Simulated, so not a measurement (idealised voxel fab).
Title: Process Module voxel gate over fins
cross-section cut | 300 nm wide | cells 5 nm
Throughout this document, each cross-section is represented as a grid of square cells and is presented as a sequence of bands enumerated from the top downward, where a band comprises one or more rows of cells. The entry gives the band's vertical extent as a top height and a bottom height in nm, then its horizontal make-up as materials from left to right, each with a width in nm. "empty" stands for empty space; a single material marked "throughout" fills the band edge to edge. Heights are measured from 0, the level below which the as-received wafer is all one material; the lowest band has no bottom and continues downward, written as in "z 0 and below". Note: "30 to 40" means the width goes from the first number (top row of the band) to the second number (bottom row) in equal steps per row of cells. Step note "everything unchanged" = no cross-section cell changed. For the entry "Closed void list", the listed items are empty spaces with no open way to the top whose size is 8 cells or more; each item follows the pattern width x height at distance, where distance is from the left edge and all three are in nm. Post-settings text on a step line: simulator's own remark regarding the step. For masked steps, "overlay nm" on the step line gives how far right of plan the mask actually lay; a minus sign means it lay to the left.
-- The steps planned for the process are as follows
1,RECEIVE (material Si)
2,CONFORMAL_DEP (material SiN; thk nm 10)
3,PATTERN (tone cover; mask id FINS; material resist; width nm 15; pitch nm 45; thk nm 20; overlay nm -15)
4,DIRECTIONAL_ETCH (etch materials SiN; depth nm 10)
5,DIRECTIONAL_ETCH (etch materials Si; depth nm 40)
6,STRIP (etch materials resist)
7,OXIDIZE (depth nm 5)
8,FILL_DEP (material SiO2; thk nm 5)
9,CMP (height nm 10)
10,SELECTIVE_ETCH (etch materials SiO2; depth nm 20)
11,STRIP (etch materials SiN)
12,CONFORMAL_DEP (material HfO2; thk nm 5)
13,CONFORMAL_DEP (material TiN; thk nm 5)
14,CONFORMAL_DEP (material TiAl; thk nm 5)
15,CONFORMAL_DEP (material TiN; thk nm 5)
16,FILL_DEP (material W; thk nm 10)
17,CMP (height nm 25)
18,CONFORMAL_DEP (material SiN; thk nm 5)
Across this set of wafers, the varied parameter is the overlay nm of step 3. Starting conditions are identical for every wafer, and the plan reports the value assigned to the first wafer.
-- This is how the first of several wafers looked in cross-section when it arrived, which is after step 1
- z 0 and below = Si throughout
- Closed void list: none
-- Here's the first of several wafers in cross-section, end of the module, after the last step, step 18
- z 30 to 25 = SiN throughout
- z 25 to 20 = W throughout
- z 20 to 15 = W 90  TiN 90  W 120
- z 15 to 10 = W 90  TiN 5  TiAl 35  TiN 10  TiAl 35  TiN 5  W 120
- z 10 to 5 = TiN 95  TiAl 5  TiN 25  TiAl 5  TiN 10  TiAl 5  TiN 25  TiAl 5  TiN 125
- z 5 to 0 = TiAl 100  TiN 5  HfO2 15  TiN 5  TiAl 20  TiN 5  HfO2 15  TiN 5  TiAl 130
- z 0 to -5 = TiN 105  HfO2 5  Si 5  HfO2 5  TiN 30  HfO2 5  Si 5  HfO2 5  TiN 135
- z -5 to -10 = HfO2 110  Si 5  HfO2 40  Si 5  HfO2 140
- z -10 to -45 = SiO2 110  Si 5  SiO2 40  Si 5  SiO2 140
- z -45 and below = Si throughout
- Closed void list: none
-- The final wafer, sectioned at module end
- z 30 to 25 = SiN throughout
- z 25 to 20 = W throughout
- z 20 to 15 = W 120  TiN 90  W 90
- z 15 to 10 = W 120  TiN 5  TiAl 35  TiN 10  TiAl 35  TiN 5  W 90
- z 10 to 5 = TiN 125  TiAl 5  TiN 25  TiAl 5  TiN 10  TiAl 5  TiN 25  TiAl 5  TiN 95
- z 5 to 0 = TiAl 130  TiN 5  HfO2 15  TiN 5  TiAl 20  TiN 5  HfO2 15  TiN 5  TiAl 100
- z 0 to -5 = TiN 135  HfO2 5  Si 5  HfO2 5  TiN 30  HfO2 5  Si 5  HfO2 5  TiN 105
- z -5 to -10 = HfO2 140  Si 5  HfO2 40  Si 5  HfO2 110
- z -10 to -45 = SiO2 140  Si 5  SiO2 40  Si 5  SiO2 110
- z -45 and below = Si throughout
- Closed void list: none
-- Take any row and you have a wafer at the end of the module: how many cells of each material it has gained (+) or lost (-) since it was received, and then its closed voids
overlay nm -15; +68 HfO2; -522 Si; +60 SiN; +406 SiO2; +68 TiAl; +136 TiN; +144 W; Closed void list: none
overlay nm -10; +68 HfO2; -522 Si; +60 SiN; +406 SiO2; +68 TiAl; +136 TiN; +144 W; Closed void list: none
overlay nm -5; +68 HfO2; -522 Si; +60 SiN; +406 SiO2; +68 TiAl; +136 TiN; +144 W; Closed void list: none
overlay nm 0; +68 HfO2; -522 Si; +60 SiN; +406 SiO2; +68 TiAl; +136 TiN; +144 W; Closed void list: none
overlay nm 5; +68 HfO2; -522 Si; +60 SiN; +406 SiO2; +68 TiAl; +136 TiN; +144 W; Closed void list: none
overlay nm 10; +68 HfO2; -522 Si; +60 SiN; +406 SiO2; +68 TiAl; +136 TiN; +144 W; Closed void list: none
overlay nm 15; +68 HfO2; -522 Si; +60 SiN; +406 SiO2; +68 TiAl; +136 TiN; +144 W; Closed void list: none
